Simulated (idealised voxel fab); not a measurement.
Documented hereafter: the process module known as voxel transistor to metal.
Shown is cross-section cut, with a width of 295 nm and square cells of size 5 nm.
If you're reading a cross-section in this doc, picture square cells in a grid; it comes to you as bands, top ones listed first down to the bottom, and a band can be one or more rows of cells. Per band: top height and bottom height in nm, followed by the left-to-right materials and their widths in nm; "everywhere" marks a single material spanning edge to edge, "empty" marks empty space. Heights from 0 (as-received wafer is one material below). Bottom band endless downward, as "0 nm and below". Note: "30->40" means the width goes from the first number (top row of the band) to the second number (bottom row) in equal steps per row of cells. "everything unchanged" for a step: no cell of the cross-section changed in that step. Any empty space of 8 cells or more lacking an open way to the top shows up in "Voids, sealed" as width x height at distance, distance from the left edge, in nm. Step line, after settings: the simulator's comment on this step. The setting "overlay nm" may be written on the line of a step. When the step uses a mask, the value reports how far to the right of the planned place the mask lay, and a negative value reports that it lay to the left. Note on reading: below, each pair holds a cross-section from before one process step and one from after it; the one from after shows only down to the lowest band that changed. Beneath the pair, the step in between is stated along with its settings. The pairs can stem from different runs of this module on the same starting wafer. Where a pair's entry headed "before" says so, and only there, that pair continues from the pair above it.

BEFORE
* 55 nm to 50 nm  40 nm TiN, then 20 nm empty, then 45 nm TiN, then 20 nm empty, then 45 nm TiN, then 20 nm empty, then 45 nm TiN, then 20 nm empty, then 40 nm TiN
* 50 nm to 40 nm  35 nm SiO2, then 5 nm TiN, then 20 nm empty, then 5 nm TiN, then 35 nm SiO2, then 5 nm TiN, then 20 nm empty, then 5 nm TiN, then 35 nm SiO2, then 5 nm TiN, then 20 nm empty, then 5 nm TiN, then 35 nm SiO2, then 5 nm TiN, then 20 nm empty, then 5 nm TiN, then 35 nm SiO2
* 40 nm to 25 nm  35 nm SiO2, then 5 nm TiN, then 20 nm empty, then 5 nm TiN, then 5 nm SiN, then 25 nm SiCN, then 5 nm SiN, then 5 nm TiN, then 20 nm empty, then 5 nm TiN, then 35 nm SiO2, then 5 nm TiN, then 20 nm empty, then 5 nm TiN, then 5 nm SiN, then 25 nm SiCN, then 5 nm SiN, then 5 nm TiN, then 20 nm empty, then 5 nm TiN, then 35 nm SiO2
* 25 nm to 15 nm  35 nm SiO2, then 5 nm TiN, then 20 nm empty, then 5 nm TiN, then 5 nm SiN, then 25 nm polySi, then 5 nm SiN, then 5 nm TiN, then 20 nm empty, then 5 nm TiN, then 35 nm SiO2, then 5 nm TiN, then 20 nm empty, then 5 nm TiN, then 5 nm SiN, then 25 nm polySi, then 5 nm SiN, then 5 nm TiN, then 20 nm empty, then 5 nm TiN, then 35 nm SiO2
* 15 nm to 10 nm  35 nm SiO2, then 5 nm TiN, then 5 nm empty, then 20 nm TiN, then 5 nm SiN, then 25 nm polySi, then 5 nm SiN, then 20 nm TiN, then 5 nm empty, then 5 nm TiN, then 35 nm SiO2, then 5 nm TiN, then 5 nm empty, then 20 nm TiN, then 5 nm SiN, then 25 nm polySi, then 5 nm SiN, then 20 nm TiN, then 5 nm empty, then 5 nm TiN, then 35 nm SiO2
* 10 nm to 5 nm  35 nm SiO2, then 5 nm TiN, then 5 nm empty, then 5 nm TiN, then 15 nm nSi, then 5 nm SiN, then 25 nm polySi, then 5 nm SiN, then 15 nm nSi, then 5 nm TiN, then 5 nm empty, then 5 nm TiN, then 35 nm SiO2, then 5 nm TiN, then 5 nm empty, then 5 nm TiN, then 15 nm nSi, then 5 nm SiN, then 25 nm polySi, then 5 nm SiN, then 15 nm nSi, then 5 nm TiN, then 5 nm empty, then 5 nm TiN, then 35 nm SiO2
* 5 nm to 0 nm  35 nm SiO2, then 15 nm TiN, then 15 nm nSi, then 5 nm SiN, then 25 nm polySi, then 5 nm SiN, then 15 nm nSi, then 15 nm TiN, then 35 nm SiO2, then 15 nm TiN, then 15 nm nSi, then 5 nm SiN, then 25 nm polySi, then 5 nm SiN, then 15 nm nSi, then 15 nm TiN, then 35 nm SiO2
* 0 nm to -5 nm  35 nm SiO2, then 30 nm nSi, then 35 nm SiO2, then 30 nm nSi, then 35 nm SiO2, then 30 nm nSi, then 35 nm SiO2, then 30 nm nSi, then 35 nm SiO2
* -5 nm to -15 nm  40 nm SiO2, then 25 nm nSi, then 35 nm Si, then 25 nm nSi, then 45 nm SiO2, then 25 nm nSi, then 35 nm Si, then 25 nm nSi, then 40 nm SiO2
* -15 nm to -40 nm  40 nm SiO2, then 85 nm Si, then 45 nm SiO2, then 85 nm Si, then 40 nm SiO2
* -40 nm and below  Si everywhere
* Voids, sealed: none

RESULTING CROSS-SECTION
* 60 nm to 55 nm  W everywhere
* 55 nm to 50 nm  40 nm TiN, then 20 nm W, then 45 nm TiN, then 20 nm W, then 45 nm TiN, then 20 nm W, then 45 nm TiN, then 20 nm W, then 40 nm TiN
* 50 nm to 40 nm  35 nm SiO2, then 5 nm TiN, then 20 nm W, then 5 nm TiN, then 35 nm SiO2, then 5 nm TiN, then 20 nm W, then 5 nm TiN, then 35 nm SiO2, then 5 nm TiN, then 20 nm W, then 5 nm TiN, then 35 nm SiO2, then 5 nm TiN, then 20 nm W, then 5 nm TiN, then 35 nm SiO2
* 40 nm to 25 nm  35 nm SiO2, then 5 nm TiN, then 20 nm W, then 5 nm TiN, then 5 nm SiN, then 25 nm SiCN, then 5 nm SiN, then 5 nm TiN, then 20 nm W, then 5 nm TiN, then 35 nm SiO2, then 5 nm TiN, then 20 nm W, then 5 nm TiN, then 5 nm SiN, then 25 nm SiCN, then 5 nm SiN, then 5 nm TiN, then 20 nm W, then 5 nm TiN, then 35 nm SiO2
* 25 nm to 15 nm  35 nm SiO2, then 5 nm TiN, then 20 nm W, then 5 nm TiN, then 5 nm SiN, then 25 nm polySi, then 5 nm SiN, then 5 nm TiN, then 20 nm W, then 5 nm TiN, then 35 nm SiO2, then 5 nm TiN, then 20 nm W, then 5 nm TiN, then 5 nm SiN, then 25 nm polySi, then 5 nm SiN, then 5 nm TiN, then 20 nm W, then 5 nm TiN, then 35 nm SiO2
* 15 nm to 10 nm  35 nm SiO2, then 5 nm TiN, then 5 nm W, then 20 nm TiN, then 5 nm SiN, then 25 nm polySi, then 5 nm SiN, then 20 nm TiN, then 5 nm W, then 5 nm TiN, then 35 nm SiO2, then 5 nm TiN, then 5 nm W, then 20 nm TiN, then 5 nm SiN, then 25 nm polySi, then 5 nm SiN, then 20 nm TiN, then 5 nm W, then 5 nm TiN, then 35 nm SiO2
* 10 nm to 5 nm  35 nm SiO2, then 5 nm TiN, then 5 nm W, then 5 nm TiN, then 15 nm nSi, then 5 nm SiN, then 25 nm polySi, then 5 nm SiN, then 15 nm nSi, then 5 nm TiN, then 5 nm W, then 5 nm TiN, then 35 nm SiO2, then 5 nm TiN, then 5 nm W, then 5 nm TiN, then 15 nm nSi, then 5 nm SiN, then 25 nm polySi, then 5 nm SiN, then 15 nm nSi, then 5 nm TiN, then 5 nm W, then 5 nm TiN, then 35 nm SiO2
* Below 5 it's all the same as before, nothing changed down there.
* Voids, sealed: none
As a process note, the step between the before and after cross-sections shown above is op FILL_DEP | material W | thk nm 5

before: identical to the post-step cross-section of the immediately preceding pair.

RESULTING CROSS-SECTION
* 50 nm to 40 nm  35 nm SiO2, then 5 nm TiN, then 20 nm W, then 5 nm TiN, then 35 nm SiO2, then 5 nm TiN, then 20 nm W, then 5 nm TiN, then 35 nm SiO2, then 5 nm TiN, then 20 nm W, then 5 nm TiN, then 35 nm SiO2, then 5 nm TiN, then 20 nm W, then 5 nm TiN, then 35 nm SiO2
* Below 40 it's all the same as before, nothing changed down there.
* Voids, sealed: none
As a process note, the step between the before and after cross-sections shown above is op CMP | height nm 50

before: identical to the post-step cross-section of the immediately preceding pair.

RESULTING CROSS-SECTION
* 55 nm to 50 nm  TiN everywhere
* Below 50 it's all the same as before, nothing changed down there.
* Voids, sealed: none
As a process note, the step between the before and after cross-sections shown above is op DIRECTIONAL_DEP | material TiN | thk nm 5

before: identical to the post-step cross-section of the immediately preceding pair.

RESULTING CROSS-SECTION
* 70 nm to 55 nm  Ru everywhere
* Below 55 it's all the same as before, nothing changed down there.
* Voids, sealed: none
As a process note, the step between the before and after cross-sections shown above is op DIRECTIONAL_DEP | material Ru | thk nm 15

before: identical to the post-step cross-section of the immediately preceding pair.

RESULTING CROSS-SECTION
* 70 nm to 55 nm  35 nm empty, then 15 nm Ru, then 65 nm empty, then 15 nm Ru, then 35 nm empty, then 15 nm Ru, then 65 nm empty, then 15 nm Ru, then 35 nm empty
* Below 55 it's all the same as before, nothing changed down there.
* Voids, sealed: none
As a process note, the step between the before and after cross-sections shown above is op MASKED_ETCH | tone cover | mask id METAL_1 | width nm 15 | etch materials Ru | depth nm 15 | overlay nm 0

before: identical to the post-step cross-section of the immediately preceding pair.

RESULTING CROSS-SECTION
* 70 nm to 55 nm  35 nm empty, then 15 nm Ru, then 65 nm empty, then 15 nm Ru, then 35 nm empty, then 15 nm Ru, then 65 nm empty, then 15 nm Ru, then 35 nm empty
* 55 nm to 50 nm  35 nm empty, then 15 nm TiN, then 65 nm empty, then 15 nm TiN, then 35 nm empty, then 15 nm TiN, then 65 nm empty, then 15 nm TiN, then 35 nm empty
* Below 50 it's all the same as before, nothing changed down there.
* Voids, sealed: none
As a process note, the step between the before and after cross-sections shown above is op MASKED_ETCH | tone cover | mask id METAL_1 | width nm 15 | etch materials TiN | depth nm 5 | overlay nm 0

before: identical to the post-step cross-section of the immediately preceding pair.

RESULTING CROSS-SECTION
* 75 nm to 70 nm  30 nm empty, then 25 nm SiN, then 55 nm empty, then 25 nm SiN, then 25 nm empty, then 25 nm SiN, then 55 nm empty, then 25 nm SiN, then 30 nm empty
* 70 nm to 55 nm  30 nm empty, then 5 nm SiN, then 15 nm Ru, then 5 nm SiN, then 55 nm empty, then 5 nm SiN, then 15 nm Ru, then 5 nm SiN, then 25 nm empty, then 5 nm SiN, then 15 nm Ru, then 5 nm SiN, then 55 nm empty, then 5 nm SiN, then 15 nm Ru, then 5 nm SiN, then 30 nm empty
* 55 nm to 50 nm  35 nm SiN, then 15 nm TiN, then 65 nm SiN, then 15 nm TiN, then 35 nm SiN, then 15 nm TiN, then 65 nm SiN, then 15 nm TiN, then 35 nm SiN
* Below 50 it's all the same as before, nothing changed down there.
* Voids, sealed: none
As a process note, the step between the before and after cross-sections shown above is op CONFORMAL_DEP | material SiN | thk nm 5

before: identical to the post-step cross-section of the immediately preceding pair.

RESULTING CROSS-SECTION
* 80 nm to 75 nm  SiO2 everywhere
* 75 nm to 70 nm  30 nm SiO2, then 25 nm SiN, then 55 nm SiO2, then 25 nm SiN, then 25 nm SiO2, then 25 nm SiN, then 55 nm SiO2, then 25 nm SiN, then 30 nm SiO2
* 70 nm to 55 nm  30 nm SiO2, then 5 nm SiN, then 15 nm Ru, then 5 nm SiN, then 55 nm SiO2, then 5 nm SiN, then 15 nm Ru, then 5 nm SiN, then 25 nm SiO2, then 5 nm SiN, then 15 nm Ru, then 5 nm SiN, then 55 nm SiO2, then 5 nm SiN, then 15 nm Ru, then 5 nm SiN, then 30 nm SiO2
* Below 55 it's all the same as before, nothing changed down there.
* Voids, sealed: none
As a process note, the step between the before and after cross-sections shown above is op FILL_DEP | material SiO2 | thk nm 5

before: identical to the post-step cross-section of the immediately preceding pair.

RESULTING CROSS-SECTION
* 70 nm to 55 nm  30 nm SiO2, then 5 nm SiN, then 15 nm Ru, then 5 nm SiN, then 55 nm SiO2, then 5 nm SiN, then 15 nm Ru, then 5 nm SiN, then 25 nm SiO2, then 5 nm SiN, then 15 nm Ru, then 5 nm SiN, then 55 nm SiO2, then 5 nm SiN, then 15 nm Ru, then 5 nm SiN, then 30 nm SiO2
* Below 55 it's all the same as before, nothing changed down there.
* Voids, sealed: none
As a process note, the step between the before and after cross-sections shown above is op CMP | height nm 70

before: identical to the post-step cross-section of the immediately preceding pair.

RESULTING CROSS-SECTION
* 75 nm to 70 nm  SiCN everywhere
* Below 70 it's all the same as before, nothing changed down there.
* Voids, sealed: none
As a process note, the step between the before and after cross-sections shown above is op CONFORMAL_DEP | material SiCN | thk nm 5

before: identical to the post-step cross-section of the immediately preceding pair.

RESULTING CROSS-SECTION
* 100 nm to 75 nm  SiO2 everywhere
* Below 75 it's all the same as before, nothing changed down there.
* Voids, sealed: none
As a process note, the step between the before and after cross-sections shown above is op DIRECTIONAL_DEP | material SiO2 | thk nm 25

before: identical to the post-step cross-section of the immediately preceding pair.

RESULTING CROSS-SECTION
* 110 nm to 100 nm  aC everywhere
* Below 100 it's all the same as before, nothing changed down there.
* Voids, sealed: none
As a process note, the step between the before and after cross-sections shown above is op DIRECTIONAL_DEP | material aC | thk nm 10

before: identical to the post-step cross-section of the immediately preceding pair.

RESULTING CROSS-SECTION
* 140 nm to 110 nm  35 nm resist, then 15 nm empty, then 115 nm resist, then 15 nm empty, then 115 nm resist
* Below 110 it's all the same as before, nothing changed down there.
* Voids, sealed: none
As a process note, the step between the before and after cross-sections shown above is op PATTERN | tone open | mask id METAL_2 | material resist | width nm 15 | pitch nm 130 | thk nm 30 | overlay nm 0

before: identical to the post-step cross-section of the immediately preceding pair.

RESULTING CROSS-SECTION
* 130 nm to 110 nm  35 nm resist, then 15 nm empty, then 115 nm resist, then 15 nm empty, then 115 nm resist
* 110 nm to 100 nm  35 nm aC, then 15 nm empty, then 115 nm aC, then 15 nm empty, then 115 nm aC
* Below 100 it's all the same as before, nothing changed down there.
* Voids, sealed: none
As a process note, the step between the before and after cross-sections shown above is op DIRECTIONAL_ETCH | etch materials aC | depth nm 10

before: identical to the post-step cross-section of the immediately preceding pair.

RESULTING CROSS-SECTION
* 110 nm to 100 nm  35 nm aC, then 15 nm empty, then 115 nm aC, then 15 nm empty, then 115 nm aC
* Below 100 it's all the same as before, nothing changed down there.
* Voids, sealed: none
As a process note, the step between the before and after cross-sections shown above is op STRIP | etch materials resist

before: identical to the post-step cross-section of the immediately preceding pair.

RESULTING CROSS-SECTION
* 110 nm to 100 nm  35 nm aC, then 15 nm empty, then 115 nm aC, then 15 nm empty, then 115 nm aC
* 100 nm to 85 nm  35 nm SiO2, then 15 nm empty, then 115 nm SiO2, then 15 nm empty, then 115 nm SiO2
* Below 85 it's all the same as before, nothing changed down there.
* Voids, sealed: none
As a process note, the step between the before and after cross-sections shown above is op DIRECTIONAL_ETCH | etch materials SiO2 | depth nm 15

before: identical to the post-step cross-section of the immediately preceding pair.

RESULTING CROSS-SECTION
* 100 nm to 85 nm  35 nm SiO2, then 15 nm empty, then 115 nm SiO2, then 15 nm empty, then 115 nm SiO2
* Below 85 it's all the same as before, nothing changed down there.
* Voids, sealed: none
As a process note, the step between the before and after cross-sections shown above is op STRIP | etch materials aC

before: identical to the post-step cross-section of the immediately preceding pair.

RESULTING CROSS-SECTION
* 100 nm to 75 nm  35 nm SiO2, then 15 nm empty, then 115 nm SiO2, then 15 nm empty, then 115 nm SiO2
* Below 75 it's all the same as before, nothing changed down there.
* Voids, sealed: none
As a process note, the step between the before and after cross-sections shown above is op MASKED_ETCH | tone open | mask id METAL_2_HOLES | width nm 15 | pitch nm 130 | etch materials SiO2 | depth nm 10 | overlay nm 0

before: identical to the post-step cross-section of the immediately preceding pair.

RESULTING CROSS-SECTION
* 100 nm to 75 nm  35 nm SiO2, then 15 nm empty, then 115 nm SiO2, then 15 nm empty, then 115 nm SiO2
* 75 nm to 70 nm  35 nm SiCN, then 15 nm empty, then 115 nm SiCN, then 15 nm empty, then 115 nm SiCN
* Below 70 it's all the same as before, nothing changed down there.
* Voids, sealed: none
As a process note, the step between the before and after cross-sections shown above is op MASKED_ETCH | tone open | mask id METAL_2_HOLES | width nm 15 | pitch nm 130 | etch materials SiCN | depth nm 5 | overlay nm 0

before: identical to the post-step cross-section of the immediately preceding pair.

RESULTING CROSS-SECTION
* 105 nm to 100 nm  40 nm TiN, then 5 nm empty, then 125 nm TiN, then 5 nm empty, then 120 nm TiN
* 100 nm to 75 nm  35 nm SiO2, then 5 nm TiN, then 5 nm empty, then 5 nm TiN, then 115 nm SiO2, then 5 nm TiN, then 5 nm empty, then 5 nm TiN, then 115 nm SiO2
* 75 nm to 70 nm  35 nm SiCN, then 15 nm TiN, then 115 nm SiCN, then 15 nm TiN, then 115 nm SiCN
* Below 70 it's all the same as before, nothing changed down there.
* Voids, sealed: none
As a process note, the step between the before and after cross-sections shown above is op CONFORMAL_DEP | material TiN | thk nm 5

before: identical to the post-step cross-section of the immediately preceding pair.

RESULTING CROSS-SECTION
* 115 nm to 105 nm  Ru everywhere
* 105 nm to 100 nm  40 nm TiN, then 5 nm Ru, then 125 nm TiN, then 5 nm Ru, then 120 nm TiN
* 100 nm to 75 nm  35 nm SiO2, then 5 nm TiN, then 5 nm Ru, then 5 nm TiN, then 115 nm SiO2, then 5 nm TiN, then 5 nm Ru, then 5 nm TiN, then 115 nm SiO2
* Below 75 it's all the same as before, nothing changed down there.
* Voids, sealed: none
As a process note, the step between the before and after cross-sections shown above is op FILL_DEP | material Ru | thk nm 10

before: identical to the post-step cross-section of the immediately preceding pair.

RESULTING CROSS-SECTION
* 100 nm to 75 nm  35 nm SiO2, then 5 nm TiN, then 5 nm Ru, then 5 nm TiN, then 115 nm SiO2, then 5 nm TiN, then 5 nm Ru, then 5 nm TiN, then 115 nm SiO2
* Below 75 it's all the same as before, nothing changed down there.
* Voids, sealed: none
As a process note, the step between the before and after cross-sections shown above is op CMP | height nm 100

before: identical to the post-step cross-section of the immediately preceding pair.

RESULTING CROSS-SECTION
* 105 nm to 100 nm  SiN everywhere
* Below 100 it's all the same as before, nothing changed down there.
* Voids, sealed: none
As a process note, the step between the before and after cross-sections shown above is op CONFORMAL_DEP | material SiN | thk nm 5

BEFORE
* 50 nm to 40 nm  aC everywhere
* 40 nm to 25 nm  SiCN everywhere
* 25 nm to 0 nm  polySi everywhere
* 0 nm to -5 nm  SiO2 everywhere
* -5 nm to -35 nm  35 nm SiO2, then 95 nm Si, then 35 nm SiO2, then 95 nm Si, then 35 nm SiO2
* -35 nm and below  Si everywhere
* Voids, sealed: none

RESULTING CROSS-SECTION
* 75 nm to 50 nm  65 nm empty, then 35 nm resist, then 95 nm empty, then 35 nm resist, then 65 nm empty
* Below 50 it's all the same as before, nothing changed down there.
* Voids, sealed: none
As a process note, the step between the before and after cross-sections shown above is op PATTERN | tone cover | mask id GATE | material resist | width nm 35 | pitch nm 130 | thk nm 25 | overlay nm 0

before: identical to the post-step cross-section of the immediately preceding pair.

RESULTING CROSS-SECTION
* 65 nm to 50 nm  65 nm empty, then 35 nm resist, then 95 nm empty, then 35 nm resist, then 65 nm empty
* 50 nm to 40 nm  65 nm empty, then 35 nm aC, then 95 nm empty, then 35 nm aC, then 65 nm empty
* Below 40 it's all the same as before, nothing changed down there.
* Voids, sealed: none
As a process note, the step between the before and after cross-sections shown above is op DIRECTIONAL_ETCH | etch materials aC | depth nm 10

before: identical to the post-step cross-section of the immediately preceding pair.

RESULTING CROSS-SECTION
* 50 nm to 40 nm  65 nm empty, then 35 nm aC, then 95 nm empty, then 35 nm aC, then 65 nm empty
* Below 40 it's all the same as before, nothing changed down there.
* Voids, sealed: none
As a process note, the step between the before and after cross-sections shown above is op STRIP | etch materials resist

before: identical to the post-step cross-section of the immediately preceding pair.

RESULTING CROSS-SECTION
* 50 nm to 40 nm  65 nm empty, then 35 nm aC, then 95 nm empty, then 35 nm aC, then 65 nm empty
* 40 nm to 25 nm  65 nm empty, then 35 nm SiCN, then 95 nm empty, then 35 nm SiCN, then 65 nm empty
* Below 25 it's all the same as before, nothing changed down there.
* Voids, sealed: none
As a process note, the step between the before and after cross-sections shown above is op DIRECTIONAL_ETCH | etch materials SiCN | depth nm 25

before: identical to the post-step cross-section of the immediately preceding pair.

RESULTING CROSS-SECTION
* 50 nm to 40 nm  65 nm empty, then 35 nm aC, then 95 nm empty, then 35 nm aC, then 65 nm empty
* 40 nm to 25 nm  65 nm empty, then 35 nm SiCN, then 95 nm empty, then 35 nm SiCN, then 65 nm empty
* 25 nm to 0 nm  65 nm empty, then 35 nm polySi, then 95 nm empty, then 35 nm polySi, then 65 nm empty
* Below 0 it's all the same as before, nothing changed down there.
* Voids, sealed: none
As a process note, the step between the before and after cross-sections shown above is op DIRECTIONAL_ETCH | etch materials polySi | depth nm 35

before: identical to the post-step cross-section of the immediately preceding pair.

RESULTING CROSS-SECTION
* 40 nm to 25 nm  65 nm empty, then 35 nm SiCN, then 95 nm empty, then 35 nm SiCN, then 65 nm empty
* Below 25 it's all the same as before, nothing changed down there.
* Voids, sealed: none
As a process note, the step between the before and after cross-sections shown above is op STRIP | etch materials aC

before: identical to the post-step cross-section of the immediately preceding pair.

RESULTING CROSS-SECTION
* 45 nm to 40 nm  60 nm empty, then 45 nm SiN, then 85 nm empty, then 45 nm SiN, then 60 nm empty
* 40 nm to 25 nm  60 nm empty, then 5 nm SiN, then 35 nm SiCN, then 5 nm SiN, then 85 nm empty, then 5 nm SiN, then 35 nm SiCN, then 5 nm SiN, then 60 nm empty
* 25 nm to 5 nm  60 nm empty, then 5 nm SiN, then 35 nm polySi, then 5 nm SiN, then 85 nm empty, then 5 nm SiN, then 35 nm polySi, then 5 nm SiN, then 60 nm empty
* 5 nm to 0 nm  65 nm SiN, then 35 nm polySi, then 95 nm SiN, then 35 nm polySi, then 65 nm SiN
* Below 0 it's all the same as before, nothing changed down there.
* Voids, sealed: none
As a process note, the step between the before and after cross-sections shown above is op CONFORMAL_DEP | material SiN | thk nm 5

before: identical to the post-step cross-section of the immediately preceding pair.

RESULTING CROSS-SECTION
* 40 nm to 25 nm  60 nm empty, then 5 nm SiN, then 35 nm SiCN, then 5 nm SiN, then 85 nm empty, then 5 nm SiN, then 35 nm SiCN, then 5 nm SiN, then 60 nm empty
* 25 nm to 0 nm  60 nm empty, then 5 nm SiN, then 35 nm polySi, then 5 nm SiN, then 85 nm empty, then 5 nm SiN, then 35 nm polySi, then 5 nm SiN, then 60 nm empty
* Below 0 it's all the same as before, nothing changed down there.
* Voids, sealed: none
As a process note, the step between the before and after cross-sections shown above is op DIRECTIONAL_ETCH | etch materials SiN | depth nm 5

before: identical to the post-step cross-section of the immediately preceding pair.

RESULTING CROSS-SECTION
* 40 nm to 25 nm  60 nm empty, then 5 nm SiN, then 35 nm SiCN, then 5 nm SiN, then 85 nm empty, then 5 nm SiN, then 35 nm SiCN, then 5 nm SiN, then 60 nm empty
* 25 nm to 0 nm  60 nm empty, then 5 nm SiN, then 35 nm polySi, then 5 nm SiN, then 85 nm empty, then 5 nm SiN, then 35 nm polySi, then 5 nm SiN, then 60 nm empty
* 0 nm to -5 nm  60 nm empty, then 45 nm SiO2, then 85 nm empty, then 45 nm SiO2, then 60 nm empty
* Below -5 it's all the same as before, nothing changed down there.
* Voids, sealed: none
As a process note, the step between the before and after cross-sections shown above is op DIRECTIONAL_ETCH | etch materials SiO2 | depth nm 5

before: identical to the post-step cross-section of the immediately preceding pair.

RESULTING CROSS-SECTION
* 40 nm to 25 nm  60 nm empty, then 5 nm SiN, then 35 nm SiCN, then 5 nm SiN, then 85 nm empty, then 5 nm SiN, then 35 nm SiCN, then 5 nm SiN, then 60 nm empty
* 25 nm to 0 nm  60 nm empty, then 5 nm SiN, then 35 nm polySi, then 5 nm SiN, then 85 nm empty, then 5 nm SiN, then 35 nm polySi, then 5 nm SiN, then 60 nm empty
* 0 nm to -5 nm  60 nm empty, then 45 nm SiO2, then 85 nm empty, then 45 nm SiO2, then 60 nm empty
* -5 nm to -15 nm  35 nm SiO2, then 25 nm empty, then 45 nm Si, then 25 nm empty, then 35 nm SiO2, then 25 nm empty, then 45 nm Si, then 25 nm empty, then 35 nm SiO2
* Below -15 it's all the same as before, nothing changed down there.
* Voids, sealed: none
As a process note, the step between the before and after cross-sections shown above is op DIRECTIONAL_ETCH | etch materials Si | depth nm 10

before: identical to the post-step cross-section of the immediately preceding pair.

RESULTING CROSS-SECTION
* 40 nm to 25 nm  60 nm empty, then 5 nm SiN, then 35 nm SiCN, then 5 nm SiN, then 85 nm empty, then 5 nm SiN, then 35 nm SiCN, then 5 nm SiN, then 60 nm empty
* 25 nm to 10 nm  60 nm empty, then 5 nm SiN, then 35 nm polySi, then 5 nm SiN, then 85 nm empty, then 5 nm SiN, then 35 nm polySi, then 5 nm SiN, then 60 nm empty
* 10 nm to 0 nm  45 nm empty, then 15 nm nSi, then 5 nm SiN, then 35 nm polySi, then 5 nm SiN, then 15 nm nSi, then 55 nm empty, then 15 nm nSi, then 5 nm SiN, then 35 nm polySi, then 5 nm SiN, then 15 nm nSi, then 45 nm empty
* 0 nm to -5 nm  30 nm empty, then 30 nm nSi, then 45 nm SiO2, then 30 nm nSi, then 25 nm empty, then 30 nm nSi, then 45 nm SiO2, then 30 nm nSi, then 30 nm empty
* -5 nm to -15 nm  35 nm SiO2, then 25 nm nSi, then 45 nm Si, then 25 nm nSi, then 35 nm SiO2, then 25 nm nSi, then 45 nm Si, then 25 nm nSi, then 35 nm SiO2
* Below -15 it's all the same as before, nothing changed down there.
* Voids, sealed: none
As a process note, the step between the before and after cross-sections shown above is op EPI | material nSi | thk nm 15

before: identical to the post-step cross-section of the immediately preceding pair.

RESULTING CROSS-SECTION
* 45 nm to 40 nm  SiO2 everywhere
* 40 nm to 25 nm  60 nm SiO2, then 5 nm SiN, then 35 nm SiCN, then 5 nm SiN, then 85 nm SiO2, then 5 nm SiN, then 35 nm SiCN, then 5 nm SiN, then 60 nm SiO2
* 25 nm to 10 nm  60 nm SiO2, then 5 nm SiN, then 35 nm polySi, then 5 nm SiN, then 85 nm SiO2, then 5 nm SiN, then 35 nm polySi, then 5 nm SiN, then 60 nm SiO2
* 10 nm to 0 nm  45 nm SiO2, then 15 nm nSi, then 5 nm SiN, then 35 nm polySi, then 5 nm SiN, then 15 nm nSi, then 55 nm SiO2, then 15 nm nSi, then 5 nm SiN, then 35 nm polySi, then 5 nm SiN, then 15 nm nSi, then 45 nm SiO2
* 0 nm to -5 nm  30 nm SiO2, then 30 nm nSi, then 45 nm SiO2, then 30 nm nSi, then 25 nm SiO2, then 30 nm nSi, then 45 nm SiO2, then 30 nm nSi, then 30 nm SiO2
* Below -5 it's all the same as before, nothing changed down there.
* Voids, sealed: none
As a process note, the step between the before and after cross-sections shown above is op FILL_DEP | material SiO2 | thk nm 5

before: identical to the post-step cross-section of the immediately preceding pair.

RESULTING CROSS-SECTION
* 40 nm to 25 nm  60 nm SiO2, then 5 nm SiN, then 35 nm SiCN, then 5 nm SiN, then 85 nm SiO2, then 5 nm SiN, then 35 nm SiCN, then 5 nm SiN, then 60 nm SiO2
* Below 25 it's all the same as before, nothing changed down there.
* Voids, sealed: none
As a process note, the step between the before and after cross-sections shown above is op CMP | height nm 40

before: identical to the post-step cross-section of the immediately preceding pair.

RESULTING CROSS-SECTION
* 50 nm to 40 nm  SiO2 everywhere
* Below 40 it's all the same as before, nothing changed down there.
* Voids, sealed: none
As a process note, the step between the before and after cross-sections shown above is op DIRECTIONAL_DEP | material SiO2 | thk nm 10

before: identical to the post-step cross-section of the immediately preceding pair.

RESULTING CROSS-SECTION
* 65 nm to 50 nm  35 nm resist, then 30 nm empty, then 35 nm resist, then 30 nm empty, then 35 nm resist, then 30 nm empty, then 35 nm resist, then 30 nm empty, then 35 nm resist
* Below 50 it's all the same as before, nothing changed down there.
* Voids, sealed: none
As a process note, the step between the before and after cross-sections shown above is op PATTERN | tone open | mask id CONTACT | material resist | width nm 30 | pitch nm 65 | thk nm 15 | overlay nm 0

before: identical to the post-step cross-section of the immediately preceding pair.

RESULTING CROSS-SECTION
* 65 nm to 50 nm  35 nm resist, then 30 nm empty, then 35 nm resist, then 30 nm empty, then 35 nm resist, then 30 nm empty, then 35 nm resist, then 30 nm empty, then 35 nm resist
* 50 nm to 40 nm  35 nm SiO2, then 30 nm empty, then 35 nm SiO2, then 30 nm empty, then 35 nm SiO2, then 30 nm empty, then 35 nm SiO2, then 30 nm empty, then 35 nm SiO2
* 40 nm to 25 nm  35 nm SiO2, then 25 nm empty, then 5 nm SiN, then 35 nm SiCN, then 5 nm SiN, then 25 nm empty, then 35 nm SiO2, then 25 nm empty, then 5 nm SiN, then 35 nm SiCN, then 5 nm SiN, then 25 nm empty, then 35 nm SiO2
* 25 nm to 10 nm  35 nm SiO2, then 25 nm empty, then 5 nm SiN, then 35 nm polySi, then 5 nm SiN, then 25 nm empty, then 35 nm SiO2, then 25 nm empty, then 5 nm SiN, then 35 nm polySi, then 5 nm SiN, then 25 nm empty, then 35 nm SiO2
* 10 nm to 0 nm  35 nm SiO2, then 10 nm empty, then 15 nm nSi, then 5 nm SiN, then 35 nm polySi, then 5 nm SiN, then 15 nm nSi, then 10 nm empty, then 35 nm SiO2, then 10 nm empty, then 15 nm nSi, then 5 nm SiN, then 35 nm polySi, then 5 nm SiN, then 15 nm nSi, then 10 nm empty, then 35 nm SiO2
* Below 0 it's all the same as before, nothing changed down there.
* Voids, sealed: none
As a process note, the step between the before and after cross-sections shown above is op DIRECTIONAL_ETCH | etch materials SiO2 | depth nm 50

before: identical to the post-step cross-section of the immediately preceding pair.

RESULTING CROSS-SECTION
* 50 nm to 40 nm  35 nm SiO2, then 30 nm empty, then 35 nm SiO2, then 30 nm empty, then 35 nm SiO2, then 30 nm empty, then 35 nm SiO2, then 30 nm empty, then 35 nm SiO2
* Below 40 it's all the same as before, nothing changed down there.
* Voids, sealed: none
As a process note, the step between the before and after cross-sections shown above is op STRIP | etch materials resist
